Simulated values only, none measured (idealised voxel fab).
process module | voxel transistor to metal
cross-section cut | 185 nm wide | cells 5 nm
A cross-section is a grid of square cells, given in bands from the top down. A band is one or more rows of cells.
Each band's line starts with the height of the band's top and of its bottom, in nm. Then come its materials from left to right, each with its width in nm. One material with "throughout" fills the band from edge to edge. "air" is empty space.
Height 0 is the level under which the wafer as received is all one material. The lowest band goes on downwards, as in "0 down".
A width such as "30 to 40" changes by the same amount from each row of cells to the next, from the band's top row to its bottom row.
"no change" after a step means that no cell of the cross-section changed.
closed voids: empty space of 8 cells or more with no open way to the top, each as width x height at its distance from the left edge, in nm
after a step's settings: what the simulator itself notes on the step
overlay nm, on a step with a mask: how far to the right of its planned place the mask lay; to the left if negative
plan
1 op RECEIVE | material Si
2 op CONFORMAL_DEP | material SiO2 | thk nm 5
3 op CONFORMAL_DEP | material SiN | thk nm 10
4 op DIRECTIONAL_DEP | material aC | thk nm 10
5 op PATTERN | tone cover | mask id ACTIVE | material resist | width nm 100 | thk nm 25 | overlay nm 0
6 op DIRECTIONAL_ETCH | etch materials aC | depth nm 10
7 op STRIP | etch materials resist
8 op DIRECTIONAL_ETCH | etch materials SiN | depth nm 10
9 op DIRECTIONAL_ETCH | etch materials SiO2 | depth nm 5
10 op DIRECTIONAL_ETCH | etch materials Si | depth nm 25
11 op STRIP | etch materials aC
12 op OXIDIZE | depth nm 5
13 op FILL_DEP | material SiO2 | thk nm 5
14 op CMP | height nm 15
15 op SELECTIVE_ETCH | etch materials SiO2 | depth nm 5
16 op STRIP | etch materials SiN
17 op SELECTIVE_ETCH | etch materials SiO2 | depth nm 5
18 op OXIDIZE | depth nm 5
19 op DIRECTIONAL_DEP | material polySi | thk nm 30
20 op DIRECTIONAL_DEP | material SiCN | thk nm 15
21 op DIRECTIONAL_DEP | material aC | thk nm 15
22 op PATTERN | tone cover | mask id GATE | material resist | width nm 30 | thk nm 35 | overlay nm 0
23 op DIRECTIONAL_ETCH | etch materials aC | depth nm 15
24 op STRIP | etch materials resist
25 op DIRECTIONAL_ETCH | etch materials SiCN | depth nm 25
26 op DIRECTIONAL_ETCH | etch materials polySi | depth nm 40
27 op STRIP | etch materials aC
28 op CONFORMAL_DEP | material SiN | thk nm 5
29 op DIRECTIONAL_ETCH | etch materials SiN | depth nm 5
30 op DIRECTIONAL_ETCH | etch materials SiO2 | depth nm 5
31 op DIRECTIONAL_ETCH | etch materials Si | depth nm 10
32 op EPI | material SiGe | thk nm 10
33 op FILL_DEP | material SiO2 | thk nm 5
34 op CMP | height nm 30
35 op STRIP | etch materials polySi
36 op SELECTIVE_ETCH | etch materials SiO2 | depth nm 5
37 op CONFORMAL_DEP | material HfO2 | thk nm 5
38 op CONFORMAL_DEP | material TiN | thk nm 5
39 op FILL_DEP | material W | thk nm 5
40 op CMP | height nm 25
41 op DIRECTIONAL_DEP | material SiO2 | thk nm 15
42 op PATTERN | tone open | mask id CONTACT | material resist | width nm 15 | pitch nm 75 | thk nm 20 | overlay nm 0
43 op DIRECTIONAL_ETCH | etch materials SiO2 | depth nm 45
44 op STRIP | etch materials resist
45 op CONFORMAL_DEP | material TiN | thk nm 5
46 op FILL_DEP | material W | thk nm 10
47 op CMP | height nm 40
48 op CONFORMAL_DEP | material SiCN | thk nm 5
49 op DIRECTIONAL_DEP | material lowk | thk nm 15
50 op MASKED_ETCH | tone open | mask id METAL_1 | width nm 15 | pitch nm 75 | etch materials lowk | depth nm 15 | overlay nm 0
51 op MASKED_ETCH | tone open | mask id METAL_1 | width nm 15 | pitch nm 75 | etch materials SiCN | depth nm 5 | overlay nm 0
52 op CONFORMAL_DEP | material TiN | thk nm 5
53 op FILL_DEP | material Cu | thk nm 5
54 op CMP | height nm 60
55 op CONFORMAL_DEP | material SiCN | thk nm 5
56 op DIRECTIONAL_DEP | material lowk | thk nm 35
57 op DIRECTIONAL_DEP | material aC | thk nm 10
58 op PATTERN | tone open | mask id METAL_2 | material resist | width nm 15 | pitch nm 75 | thk nm 25 | overlay nm 0
59 op DIRECTIONAL_ETCH | etch materials aC | depth nm 10
60 op STRIP | etch materials resist
61 op DIRECTIONAL_ETCH | etch materials lowk | depth nm 20
62 op STRIP | etch materials aC
63 op DIRECTIONAL_DEP | material aC | thk nm 15
64 op PATTERN | tone open | mask id METAL_2_HOLES | material resist | width nm 15 | pitch nm 75 | thk nm 30 | overlay nm 0
65 op DIRECTIONAL_ETCH | etch materials aC | depth nm 15
66 op STRIP | etch materials resist
67 op DIRECTIONAL_ETCH | etch materials lowk | depth nm 15
68 op DIRECTIONAL_ETCH | etch materials SiCN | depth nm 5
69 op STRIP | etch materials aC
70 op CONFORMAL_DEP | material TiN | thk nm 5
71 op FILL_DEP | material Cu | thk nm 10
72 op CMP | height nm 100
73 op CONFORMAL_DEP | material SiCN | thk nm 5
first wafer, as planned
as received, after step 1
  0 down: Si throughout
  closed voids: none
after step 2
  5 to 0: SiO2 throughout
  below 0: unchanged
after step 3
  15 to 5: SiN throughout
  below 5: unchanged
after step 4
  25 to 15: aC throughout
  below 15: unchanged
after step 5
  50 to 25: air 40 | resist 100 | air 45
  below 25: unchanged
after step 6
  40 to 25: air 40 | resist 100 | air 45
  25 to 15: air 40 | aC 100 | air 45
  below 15: unchanged
after step 7
  25 to 15: air 40 | aC 100 | air 45
  below 15: unchanged
after step 8
  25 to 15: air 40 | aC 100 | air 45
  15 to 5: air 40 | SiN 100 | air 45
  below 5: unchanged
after step 9
  25 to 15: air 40 | aC 100 | air 45
  15 to 5: air 40 | SiN 100 | air 45
  5 to 0: air 40 | SiO2 100 | air 45
  below 0: unchanged
after step 10
  25 to 15: air 40 | aC 100 | air 45
  15 to 5: air 40 | SiN 100 | air 45
  5 to 0: air 40 | SiO2 100 | air 45
  0 to -25: air 40 | Si 100 | air 45
  below -25: unchanged
after step 11
  15 to 5: air 40 | SiN 100 | air 45
  below 5: unchanged
after step 12
  15 to 5: air 40 | SiN 100 | air 45
  5 to 0: air 40 | SiO2 100 | air 45
  0 to -25: air 40 | SiO2 5 | Si 90 | SiO2 5 | air 45
  -25 to -30: SiO2 45 | Si 90 | SiO2 50
  below -30: unchanged
after step 13
  20 to 15: SiO2 throughout
  15 to 5: SiO2 40 | SiN 100 | SiO2 45
  5 to 0: SiO2 throughout
  0 to -30: SiO2 45 | Si 90 | SiO2 50
  below -30: unchanged
after step 14
  15 to 5: SiO2 40 | SiN 100 | SiO2 45
  below 5: unchanged
after step 15
  15 to 10: air 40 | SiN 100 | air 45
  below 10: unchanged
after step 16
  10 to 5: SiO2 40 | air 100 | SiO2 45
  below 5: unchanged
after step 17
  5 to 0: SiO2 35 | air 110 | SiO2 40
  below 0: unchanged
after step 18
  5 to 0: SiO2 35 | air 110 | SiO2 40
  0 to -5: SiO2 throughout
  below -5: unchanged
after step 19
  35 to 30: polySi 35 | air 110 | polySi 40
  30 to 5: polySi throughout
  5 to 0: SiO2 35 | polySi 110 | SiO2 40
  below 0: unchanged
after step 20
  50 to 45: SiCN 35 | air 110 | SiCN 40
  45 to 35: SiCN throughout
  35 to 30: polySi 35 | SiCN 110 | polySi 40
  below 30: unchanged
after step 21
  65 to 60: aC 35 | air 110 | aC 40
  60 to 50: aC throughout
  50 to 45: SiCN 35 | aC 110 | SiCN 40
  below 45: unchanged
after step 22
  100 to 65: air 75 | resist 30 | air 80
  65 to 60: aC 35 | air 40 | resist 30 | air 40 | aC 40
  below 60: unchanged
after step 23
  85 to 60: air 75 | resist 30 | air 80
  60 to 50: air 75 | aC 30 | air 80
  50 to 45: SiCN 35 | air 40 | aC 30 | air 40 | SiCN 40
  below 45: unchanged
after step 24
  60 to 50: air 75 | aC 30 | air 80
  below 50: unchanged
after step 25
  60 to 45: air 75 | aC 30 | air 80
  45 to 35: air 75 | SiCN 30 | air 80
  35 to 30: polySi 35 | air 40 | SiCN 30 | air 40 | polySi 40
  below 30: unchanged
after step 26
  60 to 45: air 75 | aC 30 | air 80
  45 to 30: air 75 | SiCN 30 | air 80
  30 to 5: air 75 | polySi 30 | air 80
  5 to 0: SiO2 35 | air 40 | polySi 30 | air 40 | SiO2 40
  below 0: unchanged
after step 27
  45 to 30: air 75 | SiCN 30 | air 80
  below 30: unchanged
after step 28
  50 to 45: air 70 | SiN 40 | air 75
  45 to 30: air 70 | SiN 5 | SiCN 30 | SiN 5 | air 75
  30 to 10: air 70 | SiN 5 | polySi 30 | SiN 5 | air 75
  10 to 5: SiN 40 | air 30 | SiN 5 | polySi 30 | SiN 5 | air 30 | SiN 45
  5 to 0: SiO2 35 | SiN 40 | polySi 30 | SiN 40 | SiO2 40
  below 0: unchanged
after step 29
  45 to 30: air 70 | SiN 5 | SiCN 30 | SiN 5 | air 75
  30 to 5: air 70 | SiN 5 | polySi 30 | SiN 5 | air 75
  5 to 0: SiO2 35 | SiN 5 | air 30 | SiN 5 | polySi 30 | SiN 5 | air 30 | SiN 5 | SiO2 40
  below 0: unchanged
after step 30
  45 to 30: air 70 | SiN 5 | SiCN 30 | SiN 5 | air 75
  30 to 5: air 70 | SiN 5 | polySi 30 | SiN 5 | air 75
  5 to 0: air 35 | SiN 5 | air 30 | SiN 5 | polySi 30 | SiN 5 | air 30 | SiN 5 | air 40
  0 to -5: SiO2 40 | air 30 | SiO2 40 | air 30 | SiO2 45
  below -5: unchanged
after step 31
  45 to 30: air 70 | SiN 5 | SiCN 30 | SiN 5 | air 75
  30 to 5: air 70 | SiN 5 | polySi 30 | SiN 5 | air 75
  5 to 0: air 35 | SiN 5 | air 30 | SiN 5 | polySi 30 | SiN 5 | air 30 | SiN 5 | air 40
  0 to -5: SiO2 40 | air 30 | SiO2 40 | air 30 | SiO2 45
  -5 to -15: SiO2 45 | air 25 | Si 40 | air 25 | SiO2 50
  below -15: unchanged
after step 32
  45 to 30: air 70 | SiN 5 | SiCN 30 | SiN 5 | air 75
  30 to 5: air 70 | SiN 5 | polySi 30 | SiN 5 | air 75
  5 to 0: air 35 | SiN 5 | air 20 | SiGe 10 | SiN 5 | polySi 30 | SiN 5 | SiGe 10 | air 20 | SiN 5 | air 40
  0 to -5: SiO2 40 | air 20 | SiGe 10 | SiO2 40 | SiGe 10 | air 20 | SiO2 45
  -5 to -15: SiO2 45 | SiGe 25 | Si 40 | SiGe 25 | SiO2 50
  below -15: unchanged
after step 33
  50 to 45: SiO2 throughout
  45 to 30: SiO2 70 | SiN 5 | SiCN 30 | SiN 5 | SiO2 75
  30 to 5: SiO2 70 | SiN 5 | polySi 30 | SiN 5 | SiO2 75
  5 to 0: SiO2 35 | SiN 5 | SiO2 20 | SiGe 10 | SiN 5 | polySi 30 | SiN 5 | SiGe 10 | SiO2 20 | SiN 5 | SiO2 40
  0 to -5: SiO2 60 | SiGe 10 | SiO2 40 | SiGe 10 | SiO2 65
  below -5: unchanged
after step 34
  30 to 5: SiO2 70 | SiN 5 | polySi 30 | SiN 5 | SiO2 75
  below 5: unchanged
after step 35
  30 to 5: SiO2 70 | SiN 5 | air 30 | SiN 5 | SiO2 75
  5 to 0: SiO2 35 | SiN 5 | SiO2 20 | SiGe 10 | SiN 5 | air 30 | SiN 5 | SiGe 10 | SiO2 20 | SiN 5 | SiO2 40
  below 0: unchanged
after step 36
  30 to 25: air 70 | SiN 5 | air 30 | SiN 5 | air 75
  25 to 5: SiO2 70 | SiN 5 | air 30 | SiN 5 | SiO2 75
  5 to 0: SiO2 35 | SiN 5 | SiO2 20 | SiGe 10 | SiN 5 | air 30 | SiN 5 | SiGe 10 | SiO2 20 | SiN 5 | SiO2 40
  0 to -5: SiO2 60 | SiGe 10 | air 40 | SiGe 10 | SiO2 65
  below -5: unchanged
after step 37
  35 to 30: air 65 | HfO2 15 | air 20 | HfO2 15 | air 70
  30 to 25: HfO2 70 | SiN 5 | HfO2 5 | air 20 | HfO2 5 | SiN 5 | HfO2 75
  25 to 5: SiO2 70 | SiN 5 | HfO2 5 | air 20 | HfO2 5 | SiN 5 | SiO2 75
  5 to 0: SiO2 35 | SiN 5 | SiO2 20 | SiGe 10 | SiN 5 | HfO2 5 | air 20 | HfO2 5 | SiN 5 | SiGe 10 | SiO2 20 | SiN 5 | SiO2 40
  0 to -5: SiO2 60 | SiGe 10 | HfO2 40 | SiGe 10 | SiO2 65
  below -5: unchanged
after step 38
  40 to 35: air 60 | TiN 25 | air 10 | TiN 25 | air 65
  35 to 30: TiN 65 | HfO2 15 | TiN 5 | air 10 | TiN 5 | HfO2 15 | TiN 70
  30 to 25: HfO2 70 | SiN 5 | HfO2 5 | TiN 5 | air 10 | TiN 5 | HfO2 5 | SiN 5 | HfO2 75
  25 to 5: SiO2 70 | SiN 5 | HfO2 5 | TiN 5 | air 10 | TiN 5 | HfO2 5 | SiN 5 | SiO2 75
  5 to 0: SiO2 35 | SiN 5 | SiO2 20 | SiGe 10 | SiN 5 | HfO2 5 | TiN 20 | HfO2 5 | SiN 5 | SiGe 10 | SiO2 20 | SiN 5 | SiO2 40
  below 0: unchanged
after step 39
  45 to 40: W throughout
  40 to 35: W 60 | TiN 25 | W 10 | TiN 25 | W 65
  35 to 30: TiN 65 | HfO2 15 | TiN 5 | W 10 | TiN 5 | HfO2 15 | TiN 70
  30 to 25: HfO2 70 | SiN 5 | HfO2 5 | TiN 5 | W 10 | TiN 5 | HfO2 5 | SiN 5 | HfO2 75
  25 to 5: SiO2 70 | SiN 5 | HfO2 5 | TiN 5 | W 10 | TiN 5 | HfO2 5 | SiN 5 | SiO2 75
  below 5: unchanged
after step 40
  25 to 5: SiO2 70 | SiN 5 | HfO2 5 | TiN 5 | W 10 | TiN 5 | HfO2 5 | SiN 5 | SiO2 75
  below 5: unchanged
after step 41
  40 to 25: SiO2 throughout
  below 25: unchanged
after step 42
  60 to 40: resist 45 | air 15 | resist 60 | air 15 | resist 50
  below 40: unchanged
after step 43
  60 to 40: resist 45 | air 15 | resist 60 | air 15 | resist 50
  40 to 25: SiO2 45 | air 15 | SiO2 60 | air 15 | SiO2 50
  25 to 5: SiO2 45 | air 15 | SiO2 10 | SiN 5 | HfO2 5 | TiN 5 | W 10 | TiN 5 | HfO2 5 | SiN 5 | SiO2 10 | air 15 | SiO2 50
  5 to 0: SiO2 35 | SiN 5 | SiO2 5 | air 15 | SiGe 10 | SiN 5 | HfO2 5 | TiN 20 | HfO2 5 | SiN 5 | SiGe 10 | air 15 | SiO2 5 | SiN 5 | SiO2 40
  0 to -5: SiO2 45 | air 15 | SiGe 10 | HfO2 40 | SiGe 10 | air 15 | SiO2 50
  below -5: unchanged
after step 44
  40 to 25: SiO2 45 | air 15 | SiO2 60 | air 15 | SiO2 50
  below 25: unchanged
after step 45
  45 to 40: TiN 50 | air 5 | TiN 70 | air 5 | TiN 55
  40 to 25: SiO2 45 | TiN 5 | air 5 | TiN 5 | SiO2 60 | TiN 5 | air 5 | TiN 5 | SiO2 50
  25 to 5: SiO2 45 | TiN 5 | air 5 | TiN 5 | SiO2 10 | SiN 5 | HfO2 5 | TiN 5 | W 10 | TiN 5 | HfO2 5 | SiN 5 | SiO2 10 | TiN 5 | air 5 | TiN 5 | SiO2 50
  5 to 0: SiO2 35 | SiN 5 | SiO2 5 | TiN 5 | air 5 | TiN 5 | SiGe 10 | SiN 5 | HfO2 5 | TiN 20 | HfO2 5 | SiN 5 | SiGe 10 | TiN 5 | air 5 | TiN 5 | SiO2 5 | SiN 5 | SiO2 40
  0 to -5: SiO2 45 | TiN 15 | SiGe 10 | HfO2 40 | SiGe 10 | TiN 15 | SiO2 50
  below -5: unchanged
after step 46
  55 to 45: W throughout
  45 to 40: TiN 50 | W 5 | TiN 70 | W 5 | TiN 55
  40 to 25: SiO2 45 | TiN 5 | W 5 | TiN 5 | SiO2 60 | TiN 5 | W 5 | TiN 5 | SiO2 50
  25 to 5: SiO2 45 | TiN 5 | W 5 | TiN 5 | SiO2 10 | SiN 5 | HfO2 5 | TiN 5 | W 10 | TiN 5 | HfO2 5 | SiN 5 | SiO2 10 | TiN 5 | W 5 | TiN 5 | SiO2 50
  5 to 0: SiO2 35 | SiN 5 | SiO2 5 | TiN 5 | W 5 | TiN 5 | SiGe 10 | SiN 5 | HfO2 5 | TiN 20 | HfO2 5 | SiN 5 | SiGe 10 | TiN 5 | W 5 | TiN 5 | SiO2 5 | SiN 5 | SiO2 40
  below 0: unchanged
after step 47
  40 to 25: SiO2 45 | TiN 5 | W 5 | TiN 5 | SiO2 60 | TiN 5 | W 5 | TiN 5 | SiO2 50
  below 25: unchanged
after step 48
  45 to 40: SiCN throughout
  below 40: unchanged
after step 49
  60 to 45: lowk throughout
  below 45: unchanged
after step 50
  60 to 45: lowk 45 | air 15 | lowk 60 | air 15 | lowk 50
  below 45: unchanged
after step 51
  60 to 45: lowk 45 | air 15 | lowk 60 | air 15 | lowk 50
  45 to 40: SiCN 45 | air 15 | SiCN 60 | air 15 | SiCN 50
  below 40: unchanged
after step 52
  65 to 60: TiN 50 | air 5 | TiN 70 | air 5 | TiN 55
  60 to 45: lowk 45 | TiN 5 | air 5 | TiN 5 | lowk 60 | TiN 5 | air 5 | TiN 5 | lowk 50
  45 to 40: SiCN 45 | TiN 15 | SiCN 60 | TiN 15 | SiCN 50
  below 40: unchanged
after step 53
  70 to 65: Cu throughout
  65 to 60: TiN 50 | Cu 5 | TiN 70 | Cu 5 | TiN 55
  60 to 45: lowk 45 | TiN 5 | Cu 5 | TiN 5 | lowk 60 | TiN 5 | Cu 5 | TiN 5 | lowk 50
  below 45: unchanged
after step 54
  60 to 45: lowk 45 | TiN 5 | Cu 5 | TiN 5 | lowk 60 | TiN 5 | Cu 5 | TiN 5 | lowk 50
  below 45: unchanged
after step 55
  65 to 60: SiCN throughout
  below 60: unchanged
after step 56
  100 to 65: lowk throughout
  below 65: unchanged
after step 57
  110 to 100: aC throughout
  below 100: unchanged
after step 58
  135 to 110: resist 45 | air 15 | resist 60 | air 15 | resist 50
  below 110: unchanged
after step 59
  125 to 110: resist 45 | air 15 | resist 60 | air 15 | resist 50
  110 to 100: aC 45 | air 15 | aC 60 | air 15 | aC 50
  below 100: unchanged
after step 60
  110 to 100: aC 45 | air 15 | aC 60 | air 15 | aC 50
  below 100: unchanged
after step 61
  110 to 100: aC 45 | air 15 | aC 60 | air 15 | aC 50
  100 to 80: lowk 45 | air 15 | lowk 60 | air 15 | lowk 50
  below 80: unchanged
after step 62
  100 to 80: lowk 45 | air 15 | lowk 60 | air 15 | lowk 50
  below 80: unchanged
after step 63
  115 to 100: aC 45 | air 15 | aC 60 | air 15 | aC 50
  100 to 95: lowk 45 | air 15 | lowk 60 | air 15 | lowk 50
  95 to 80: lowk 45 | aC 15 | lowk 60 | aC 15 | lowk 50
  below 80: unchanged
after step 64
  145 to 115: resist 45 | air 15 | resist 60 | air 15 | resist 50
  below 115: unchanged
after step 65
  130 to 115: resist 45 | air 15 | resist 60 | air 15 | resist 50
  115 to 100: aC 45 | air 15 | aC 60 | air 15 | aC 50
  100 to 80: lowk 45 | air 15 | lowk 60 | air 15 | lowk 50
  below 80: unchanged
after step 66
  115 to 100: aC 45 | air 15 | aC 60 | air 15 | aC 50
  below 100: unchanged
after step 67
  115 to 100: aC 45 | air 15 | aC 60 | air 15 | aC 50
  100 to 65: lowk 45 | air 15 | lowk 60 | air 15 | lowk 50
  below 65: unchanged
after step 68
  115 to 100: aC 45 | air 15 | aC 60 | air 15 | aC 50
  100 to 65: lowk 45 | air 15 | lowk 60 | air 15 | lowk 50
  65 to 60: SiCN 45 | air 15 | SiCN 60 | air 15 | SiCN 50
  below 60: unchanged
after step 69
  100 to 65: lowk 45 | air 15 | lowk 60 | air 15 | lowk 50
  below 65: unchanged
after step 70
  105 to 100: TiN 50 | air 5 | TiN 70 | air 5 | TiN 55
  100 to 65: lowk 45 | TiN 5 | air 5 | TiN 5 | lowk 60 | TiN 5 | air 5 | TiN 5 | lowk 50
  65 to 60: SiCN 45 | TiN 15 | SiCN 60 | TiN 15 | SiCN 50
  below 60: unchanged
after step 71
  115 to 105: Cu throughout
  105 to 100: TiN 50 | Cu 5 | TiN 70 | Cu 5 | TiN 55
  100 to 65: lowk 45 | TiN 5 | Cu 5 | TiN 5 | lowk 60 | TiN 5 | Cu 5 | TiN 5 | lowk 50
  below 65: unchanged
after step 72
  100 to 65: lowk 45 | TiN 5 | Cu 5 | TiN 5 | lowk 60 | TiN 5 | Cu 5 | TiN 5 | lowk 50
  below 65: unchanged
after step 73
  105 to 100: SiCN throughout
  below 100: unchanged
second wafer: like start, like plan, one mistake. Through step 40 it matches the first wafer
when step 41 should have ended
  55 to 25: SiO2 throughout
  below 25: unchanged
when step 42 should have ended
  75 to 55: resist 45 | air 15 | resist 60 | air 15 | resist 50
  below 55: unchanged
when step 43 should have ended
  75 to 55: resist 45 | air 15 | resist 60 | air 15 | resist 50
  55 to 25: SiO2 45 | air 15 | SiO2 60 | air 15 | SiO2 50
  25 to 10: SiO2 45 | air 15 | SiO2 10 | SiN 5 | HfO2 5 | TiN 5 | W 10 | TiN 5 | HfO2 5 | SiN 5 | SiO2 10 | air 15 | SiO2 50
  below 10: unchanged
when step 44 should have ended
  55 to 25: SiO2 45 | air 15 | SiO2 60 | air 15 | SiO2 50
  below 25: unchanged
when step 45 should have ended
  60 to 55: TiN 50 | air 5 | TiN 70 | air 5 | TiN 55
  55 to 25: SiO2 45 | TiN 5 | air 5 | TiN 5 | SiO2 60 | TiN 5 | air 5 | TiN 5 | SiO2 50
  25 to 15: SiO2 45 | TiN 5 | air 5 | TiN 5 | SiO2 10 | SiN 5 | HfO2 5 | TiN 5 | W 10 | TiN 5 | HfO2 5 | SiN 5 | SiO2 10 | TiN 5 | air 5 | TiN 5 | SiO2 50
  15 to 10: SiO2 45 | TiN 15 | SiO2 10 | SiN 5 | HfO2 5 | TiN 5 | W 10 | TiN 5 | HfO2 5 | SiN 5 | SiO2 10 | TiN 15 | SiO2 50
  below 10: unchanged
when step 46 should have ended
  70 to 60: W throughout
  60 to 55: TiN 50 | W 5 | TiN 70 | W 5 | TiN 55
  55 to 25: SiO2 45 | TiN 5 | W 5 | TiN 5 | SiO2 60 | TiN 5 | W 5 | TiN 5 | SiO2 50
  25 to 15: SiO2 45 | TiN 5 | W 5 | TiN 5 | SiO2 10 | SiN 5 | HfO2 5 | TiN 5 | W 10 | TiN 5 | HfO2 5 | SiN 5 | SiO2 10 | TiN 5 | W 5 | TiN 5 | SiO2 50
  below 15: unchanged
when step 47 should have ended
  40 to 25: SiO2 45 | TiN 5 | W 5 | TiN 5 | SiO2 60 | TiN 5 | W 5 | TiN 5 | SiO2 50
  below 25: unchanged
when step 48 should have ended
  45 to 40: SiCN throughout
  below 40: unchanged
when step 49 should have ended
  60 to 45: lowk throughout
  below 45: unchanged
when step 50 should have ended
  60 to 45: lowk 45 | air 15 | lowk 60 | air 15 | lowk 50
  below 45: unchanged
when step 51 should have ended
  60 to 45: lowk 45 | air 15 | lowk 60 | air 15 | lowk 50
  45 to 40: SiCN 45 | air 15 | SiCN 60 | air 15 | SiCN 50
  below 40: unchanged
when step 52 should have ended
  65 to 60: TiN 50 | air 5 | TiN 70 | air 5 | TiN 55
  60 to 45: lowk 45 | TiN 5 | air 5 | TiN 5 | lowk 60 | TiN 5 | air 5 | TiN 5 | lowk 50
  45 to 40: SiCN 45 | TiN 15 | SiCN 60 | TiN 15 | SiCN 50
  below 40: unchanged
when step 53 should have ended
  70 to 65: Cu throughout
  65 to 60: TiN 50 | Cu 5 | TiN 70 | Cu 5 | TiN 55
  60 to 45: lowk 45 | TiN 5 | Cu 5 | TiN 5 | lowk 60 | TiN 5 | Cu 5 | TiN 5 | lowk 50
  below 45: unchanged
when step 54 should have ended
  60 to 45: lowk 45 | TiN 5 | Cu 5 | TiN 5 | lowk 60 | TiN 5 | Cu 5 | TiN 5 | lowk 50
  below 45: unchanged
when step 55 should have ended
  65 to 60: SiCN throughout
  below 60: unchanged
when step 56 should have ended
  100 to 65: lowk throughout
  below 65: unchanged
when step 57 should have ended
  110 to 100: aC throughout
  below 100: unchanged
when step 58 should have ended
  135 to 110: resist 45 | air 15 | resist 60 | air 15 | resist 50
  below 110: unchanged
when step 59 should have ended
  125 to 110: resist 45 | air 15 | resist 60 | air 15 | resist 50
  110 to 100: aC 45 | air 15 | aC 60 | air 15 | aC 50
  below 100: unchanged
when step 60 should have ended
  110 to 100: aC 45 | air 15 | aC 60 | air 15 | aC 50
  below 100: unchanged
when step 61 should have ended
  110 to 100: aC 45 | air 15 | aC 60 | air 15 | aC 50
  100 to 80: lowk 45 | air 15 | lowk 60 | air 15 | lowk 50
  below 80: unchanged
when step 62 should have ended
  100 to 80: lowk 45 | air 15 | lowk 60 | air 15 | lowk 50
  below 80: unchanged
when step 63 should have ended
  115 to 100: aC 45 | air 15 | aC 60 | air 15 | aC 50
  100 to 95: lowk 45 | air 15 | lowk 60 | air 15 | lowk 50
  95 to 80: lowk 45 | aC 15 | lowk 60 | aC 15 | lowk 50
  below 80: unchanged
when step 64 should have ended
  145 to 115: resist 45 | air 15 | resist 60 | air 15 | resist 50
  below 115: unchanged
when step 65 should have ended
  130 to 115: resist 45 | air 15 | resist 60 | air 15 | resist 50
  115 to 100: aC 45 | air 15 | aC 60 | air 15 | aC 50
  100 to 80: lowk 45 | air 15 | lowk 60 | air 15 | lowk 50
  below 80: unchanged
when step 66 should have ended
  115 to 100: aC 45 | air 15 | aC 60 | air 15 | aC 50
  below 100: unchanged
when step 67 should have ended
  115 to 100: aC 45 | air 15 | aC 60 | air 15 | aC 50
  100 to 65: lowk 45 | air 15 | lowk 60 | air 15 | lowk 50
  below 65: unchanged
when step 68 should have ended
  115 to 100: aC 45 | air 15 | aC 60 | air 15 | aC 50
  100 to 65: lowk 45 | air 15 | lowk 60 | air 15 | lowk 50
  65 to 60: SiCN 45 | air 15 | SiCN 60 | air 15 | SiCN 50
  below 60: unchanged
when step 69 should have ended
  100 to 65: lowk 45 | air 15 | lowk 60 | air 15 | lowk 50
  below 65: unchanged
when step 70 should have ended
  105 to 100: TiN 50 | air 5 | TiN 70 | air 5 | TiN 55
  100 to 65: lowk 45 | TiN 5 | air 5 | TiN 5 | lowk 60 | TiN 5 | air 5 | TiN 5 | lowk 50
  65 to 60: SiCN 45 | TiN 15 | SiCN 60 | TiN 15 | SiCN 50
  below 60: unchanged
when step 71 should have ended
  115 to 105: Cu throughout
  105 to 100: TiN 50 | Cu 5 | TiN 70 | Cu 5 | TiN 55
  100 to 65: lowk 45 | TiN 5 | Cu 5 | TiN 5 | lowk 60 | TiN 5 | Cu 5 | TiN 5 | lowk 50
  below 65: unchanged
when step 72 should have ended
  100 to 65: lowk 45 | TiN 5 | Cu 5 | TiN 5 | lowk 60 | TiN 5 | Cu 5 | TiN 5 | lowk 50
  below 65: unchanged
when step 73 should have ended
  105 to 100: SiCN throughout
  below 100: unchanged
what went wrong: step 41 was run twice
at the end the second wafer has, in cells: 18 more of SiO2 | 12 fewer of TiN | 6 fewer of W
